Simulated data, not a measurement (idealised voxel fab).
Name of the process module below: voxel air gaps
Section cut is 245 nm wide and gridded with 5 nm square cells.
In what follows, cross-sections appear as grids of square cells, described through bands that run from the top down, where every band is one or more rows of cells. Band: top height; bottom height; in nm. Then, left to right: material with width in nm, for each material. "all across": a single material spanning edge to edge. "blank": empty space. Heights are expressed relative to 0, this being the level below which the as-received wafer comprises one material exclusively. The lowest band is unbounded in the downward direction and is denoted as in "0 nm and below". Graded width ("30..40"): value in top row of band = first number; value in bottom row = second number; row-to-row change constant. You'll sometimes find "no change occurred" written for a step, and that's the way of saying that nowhere in the cross-section did a cell change during that step. "Completely sealed voids" lists enclosed empty spaces (at least 8 cells, no open path upward to the top), each as width x height at distance from the left edge, in nm. Past the settings on a step's line: simulator remark, on that step. Steps that use a mask can have "overlay nm" on their line. It says how far the mask sat to the right of where it was meant to be. Negative means to the left.
-- Set out below are the planned steps of the process
- 1: RECEIVE,material Si
- 2: CONFORMAL_DEP,material SiO2,thk nm 10
- 3: CONFORMAL_DEP,material SiN,thk nm 5
- 4: DIRECTIONAL_DEP,material lowk,thk nm 35
- 5: DIRECTIONAL_DEP,material aC,thk nm 10
- 6: PATTERN,tone open,mask id LINES,material resist,width nm 20,pitch nm 50,thk nm 25,overlay nm 0
- 7: DIRECTIONAL_ETCH,etch materials aC,depth nm 10
- 8: STRIP,etch materials resist
- 9: DIRECTIONAL_ETCH,etch materials lowk,depth nm 35
- 10: STRIP,etch materials aC
- 11: CONFORMAL_DEP,material TiN,thk nm 5
- 12: FILL_DEP,material Ru,thk nm 5
- 13: CMP,height nm 50
- 14: EPI,material Ru,thk nm 10
- 15: SELECTIVE_ETCH,etch materials lowk,depth nm 45
- 16: CONFORMAL_DEP,material SiCN,thk nm 5
-- Account of the first of two wafers, which was processed as intended
-- Incoming wafer in cross-section (state: after step 1)
* 0 nm and below | Si all across
* Completely sealed voids: none
-- So this is the wafer cross-section right after step 2
* 10 nm to 0 nm | SiO2 all across
* Under 0: no change, same as before.
-- So this is the wafer cross-section right after step 3
* 15 nm to 10 nm | SiN all across
* Under 10: no change, same as before.
-- So this is the wafer cross-section right after step 4
* 50 nm to 15 nm | lowk all across
* Under 15: no change, same as before.
-- So this is the wafer cross-section right after step 5
* 60 nm to 50 nm | aC all across
* Under 50: no change, same as before.
-- So this is the wafer cross-section right after step 6
* 85 nm to 60 nm | resist: 60, then blank: 20, then resist: 30, then blank: 20, then resist: 30, then blank: 20, then resist: 65
* Under 60: no change, same as before.
-- So this is the wafer cross-section right after step 7
* 75 nm to 60 nm | resist: 60, then blank: 20, then resist: 30, then blank: 20, then resist: 30, then blank: 20, then resist: 65
* 60 nm to 50 nm | aC: 60, then blank: 20, then aC: 30, then blank: 20, then aC: 30, then blank: 20, then aC: 65
* Under 50: no change, same as before.
-- So this is the wafer cross-section right after step 8
* 60 nm to 50 nm | aC: 60, then blank: 20, then aC: 30, then blank: 20, then aC: 30, then blank: 20, then aC: 65
* Under 50: no change, same as before.
-- So this is the wafer cross-section right after step 9
* 60 nm to 50 nm | aC: 60, then blank: 20, then aC: 30, then blank: 20, then aC: 30, then blank: 20, then aC: 65
* 50 nm to 15 nm | lowk: 60, then blank: 20, then lowk: 30, then blank: 20, then lowk: 30, then blank: 20, then lowk: 65
* Under 15: no change, same as before.
-- So this is the wafer cross-section right after step 10
* 50 nm to 15 nm | lowk: 60, then blank: 20, then lowk: 30, then blank: 20, then lowk: 30, then blank: 20, then lowk: 65
* Under 15: no change, same as before.
-- So this is the wafer cross-section right after step 11
* 55 nm to 50 nm | TiN: 65, then blank: 10, then TiN: 40, then blank: 10, then TiN: 40, then blank: 10, then TiN: 70
* 50 nm to 20 nm | lowk: 60, then TiN: 5, then blank: 10, then TiN: 5, then lowk: 30, then TiN: 5, then blank: 10, then TiN: 5, then lowk: 30, then TiN: 5, then blank: 10, then TiN: 5, then lowk: 65
* 20 nm to 15 nm | lowk: 60, then TiN: 20, then lowk: 30, then TiN: 20, then lowk: 30, then TiN: 20, then lowk: 65
* Under 15: no change, same as before.
-- So this is the wafer cross-section right after step 12
* 60 nm to 55 nm | Ru all across
* 55 nm to 50 nm | TiN: 65, then Ru: 10, then TiN: 40, then Ru: 10, then TiN: 40, then Ru: 10, then TiN: 70
* 50 nm to 20 nm | lowk: 60, then TiN: 5, then Ru: 10, then TiN: 5, then lowk: 30, then TiN: 5, then Ru: 10, then TiN: 5, then lowk: 30, then TiN: 5, then Ru: 10, then TiN: 5, then lowk: 65
* Under 20: no change, same as before.
-- So this is the wafer cross-section right after step 13
* 50 nm to 20 nm | lowk: 60, then TiN: 5, then Ru: 10, then TiN: 5, then lowk: 30, then TiN: 5, then Ru: 10, then TiN: 5, then lowk: 30, then TiN: 5, then Ru: 10, then TiN: 5, then lowk: 65
* Under 20: no change, same as before.
-- So this is the wafer cross-section right after step 14
* 60 nm to 50 nm | blank: 50, then Ru: 40, then blank: 10, then Ru: 40, then blank: 10, then Ru: 40, then blank: 55
* Under 50: no change, same as before.
-- So this is the wafer cross-section right after step 15
* 60 nm to 50 nm | blank: 50, then Ru: 40, then blank: 10, then Ru: 40, then blank: 10, then Ru: 40, then blank: 55
* 50 nm to 20 nm | blank: 60, then TiN: 5, then Ru: 10, then TiN: 5, then blank: 30, then TiN: 5, then Ru: 10, then TiN: 5, then blank: 30, then TiN: 5, then Ru: 10, then TiN: 5, then blank: 65
* 20 nm to 15 nm | blank: 60, then TiN: 20, then blank: 30, then TiN: 20, then blank: 30, then TiN: 20, then blank: 65
* Under 15: no change, same as before.
-- So this is the wafer cross-section right after step 16
* 65 nm to 60 nm | blank: 45, then SiCN: 150, then blank: 50
* 60 nm to 50 nm | blank: 45, then SiCN: 5, then Ru: 40, then SiCN: 10, then Ru: 40, then SiCN: 10, then Ru: 40, then SiCN: 5, then blank: 50
* 50 nm to 45 nm | blank: 45, then SiCN: 15, then TiN: 5, then Ru: 10, then TiN: 5, then SiCN: 30, then TiN: 5, then Ru: 10, then TiN: 5, then SiCN: 30, then TiN: 5, then Ru: 10, then TiN: 5, then SiCN: 15, then blank: 50
* 45 nm to 20 nm | blank: 55, then SiCN: 5, then TiN: 5, then Ru: 10, then TiN: 5, then SiCN: 5, then blank: 20, then SiCN: 5, then TiN: 5, then Ru: 10, then TiN: 5, then SiCN: 5, then blank: 20, then SiCN: 5, then TiN: 5, then Ru: 10, then TiN: 5, then SiCN: 5, then blank: 60
* 20 nm to 15 nm | SiCN: 60, then TiN: 20, then SiCN: 30, then TiN: 20, then SiCN: 30, then TiN: 20, then SiCN: 65
* Under 15: no change, same as before.
* Completely sealed voids: 20 x 25 at 85; 20 x 25 at 135
-- Wafer two. Same start, same plan, one slip in execution. Same as wafer one through step 13, inclusive
-- Second wafer, sectioned view, at step 14's planned end time
* 70 nm to 50 nm | blank: 40, then Ru: 160, then blank: 45
* Under 50: no change, same as before.
-- Second wafer, sectioned view, at step 15's planned end time
* 70 nm to 50 nm | blank: 40, then Ru: 160, then blank: 45
* 50 nm to 20 nm | blank: 60, then TiN: 5, then Ru: 10, then TiN: 5, then lowk: 30, then TiN: 5, then Ru: 10, then TiN: 5, then lowk: 30, then TiN: 5, then Ru: 10, then TiN: 5, then blank: 65
* 20 nm to 15 nm | blank: 60, then TiN: 20, then lowk: 30, then TiN: 20, then lowk: 30, then TiN: 20, then blank: 65
* Under 15: no change, same as before.
-- Second wafer, sectioned view, at step 16's planned end time
* 75 nm to 70 nm | blank: 35, then SiCN: 170, then blank: 40
* 70 nm to 50 nm | blank: 35, then SiCN: 5, then Ru: 160, then SiCN: 5, then blank: 40
* 50 nm to 45 nm | blank: 35, then SiCN: 25, then TiN: 5, then Ru: 10, then TiN: 5, then lowk: 30, then TiN: 5, then Ru: 10, then TiN: 5, then lowk: 30, then TiN: 5, then Ru: 10, then TiN: 5, then SiCN: 25, then blank: 40
* 45 nm to 20 nm | blank: 55, then SiCN: 5, then TiN: 5, then Ru: 10, then TiN: 5, then lowk: 30, then TiN: 5, then Ru: 10, then TiN: 5, then lowk: 30, then TiN: 5, then Ru: 10, then TiN: 5, then SiCN: 5, then blank: 60
* 20 nm to 15 nm | SiCN: 60, then TiN: 20, then lowk: 30, then TiN: 20, then lowk: 30, then TiN: 20, then SiCN: 65
* Under 15: no change, same as before.
What was the processing mistake? it should be noted that step 14 of the plan was executed twice
Per the end-of-run cell counts, the second wafer holds more or fewer of some materials than the first: Ru: 80 more, SiCN: 40 fewer, lowk: 84 more
The second wafer ends with 0 closed voids, and the first wafer ends with 2.
